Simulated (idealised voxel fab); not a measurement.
Title: Process Module voxel spacer lines
Each square cell in cross-section cut measures 5 nm, and the section as a whole is 150 nm wide.
A cross-section is written here as square cells arranged in a grid, and it is given in bands from the top down, each band taking up one or more rows of cells. Within each band entry, the heights of the top and of the bottom of the band appear first, in that order and in nm; the materials of the band then follow from left to right, each with its corresponding width in nm. The designation "everywhere" on a single material indicates that it fills the band from edge to edge; the designation "air" indicates empty space. Zero point of the height axis is 0; under it, received wafer = one material. Lowest band: continues down indefinitely, "0 -> down". With a width like "30->40", each row of cells in the band differs from the next by the same amount, the top row carrying the first number and the bottom row the second. Where a step carries "no change occurred", the cross-section came out of it unchanged, cell for cell. "Sealed void inventory" specifies each empty space that is not open to the top and that occupies no fewer than 8 cells, using the form width x height at distance, the distance measured from the left edge and all three quantities in nm. Heads up: the bit after the settings on a step's line is the simulator's remark on that step. A step line may carry the setting "overlay nm", which, for steps involving a mask, states the distance by which the mask lay to the right of its intended position; negative values denote displacement to the left.
**These are the steps we planned for the process**
1. op RECEIVE | material Si
2. op CONFORMAL_DEP | material Al2O3 | thk nm 10
3. op DIRECTIONAL_DEP | material SiN | thk nm 10
4. op DIRECTIONAL_DEP | material polySi | thk nm 25
5. op PATTERN | tone cover | mask id MANDREL | material resist | width nm 15 | pitch nm 60 | thk nm 30 | overlay nm 0
6. op DIRECTIONAL_ETCH | etch materials polySi | depth nm 25
7. op STRIP | etch materials resist
8. op CONFORMAL_DEP | material SiO2 | thk nm 15
9. op DIRECTIONAL_ETCH | etch materials SiO2 | depth nm 15
10. op STRIP | etch materials polySi
11. op DIRECTIONAL_ETCH | etch materials SiN | depth nm 10
12. op STRIP | etch materials SiO2
13. op FILL_DEP | material SiO2 | thk nm 10
14. op CMP | height nm 20
**So, the first of our two wafers, run just as we planned it**
**Received-state cross-section, reflecting completion of step 1**
0 -> down: Si everywhere
Sealed void inventory: none
**After step 2: wafer cross-section**
10 -> 0: Al2O3 everywhere
Beneath the level 0, the cross-section is identical to its previous state.
**After step 3: wafer cross-section**
20 -> 10: SiN everywhere
Beneath the level 10, the cross-section is identical to its previous state.
**After step 4: wafer cross-section**
45 -> 20: polySi everywhere
Beneath the level 20, the cross-section is identical to its previous state.
**After step 5: wafer cross-section**
75 -> 45: 35 air / 15 resist / 45 air / 15 resist / 40 air
Beneath the level 45, the cross-section is identical to its previous state.
**After step 6: wafer cross-section**
75 -> 45: 35 air / 15 resist / 45 air / 15 resist / 40 air
45 -> 20: 35 air / 15 polySi / 45 air / 15 polySi / 40 air
Beneath the level 20, the cross-section is identical to its previous state.
**After step 7: wafer cross-section**
45 -> 20: 35 air / 15 polySi / 45 air / 15 polySi / 40 air
Beneath the level 20, the cross-section is identical to its previous state.
**After step 8: wafer cross-section**
60 -> 45: 20 air / 45 SiO2 / 15 air / 45 SiO2 / 25 air
45 -> 35: 20 air / 15 SiO2 / 15 polySi / 15 SiO2 / 15 air / 15 SiO2 / 15 polySi / 15 SiO2 / 25 air
35 -> 20: 35 SiO2 / 15 polySi / 45 SiO2 / 15 polySi / 40 SiO2
Beneath the level 20, the cross-section is identical to its previous state.
**After step 9: wafer cross-section**
45 -> 20: 20 air / 15 SiO2 / 15 polySi / 15 SiO2 / 15 air / 15 SiO2 / 15 polySi / 15 SiO2 / 25 air
Beneath the level 20, the cross-section is identical to its previous state.
**After step 10: wafer cross-section**
45 -> 20: 20 air / 15 SiO2 / 15 air / 15 SiO2 / 15 air / 15 SiO2 / 15 air / 15 SiO2 / 25 air
Beneath the level 20, the cross-section is identical to its previous state.
**After step 11: wafer cross-section**
45 -> 20: 20 air / 15 SiO2 / 15 air / 15 SiO2 / 15 air / 15 SiO2 / 15 air / 15 SiO2 / 25 air
20 -> 10: 20 air / 15 SiN / 15 air / 15 SiN / 15 air / 15 SiN / 15 air / 15 SiN / 25 air
Beneath the level 10, the cross-section is identical to its previous state.
**After step 12: wafer cross-section**
20 -> 10: 20 air / 15 SiN / 15 air / 15 SiN / 15 air / 15 SiN / 15 air / 15 SiN / 25 air
Beneath the level 10, the cross-section is identical to its previous state.
**After step 13: wafer cross-section**
30 -> 20: SiO2 everywhere
20 -> 10: 20 SiO2 / 15 SiN / 15 SiO2 / 15 SiN / 15 SiO2 / 15 SiN / 15 SiO2 / 15 SiN / 25 SiO2
Beneath the level 10, the cross-section is identical to its previous state.
**After step 14: wafer cross-section**
20 -> 10: 20 SiO2 / 15 SiN / 15 SiO2 / 15 SiN / 15 SiO2 / 15 SiN / 15 SiO2 / 15 SiN / 25 SiO2
Beneath the level 10, the cross-section is identical to its previous state.
**What follows concerns the second wafer, which started out like the first and was meant to follow the very same plan; one mistake crept in when it was run, but everything up to and including step 12 is the same as for the first wafer**
**Second wafer, sectioned view, at step 13's planned end time**
40 -> 20: SiO2 everywhere
20 -> 10: 20 SiO2 / 15 SiN / 15 SiO2 / 15 SiN / 15 SiO2 / 15 SiN / 15 SiO2 / 15 SiN / 25 SiO2
Beneath the level 10, the cross-section is identical to its previous state.
**Second wafer, sectioned view, at step 14's planned end time**
20 -> 10: 20 SiO2 / 15 SiN / 15 SiO2 / 15 SiN / 15 SiO2 / 15 SiN / 15 SiO2 / 15 SiN / 25 SiO2
Beneath the level 10, the cross-section is identical to its previous state.
Diagnosis: step 13 of the plan was executed twice over
Same final cross-section on the two wafers, so the model's numbers don't move because of the mistake.
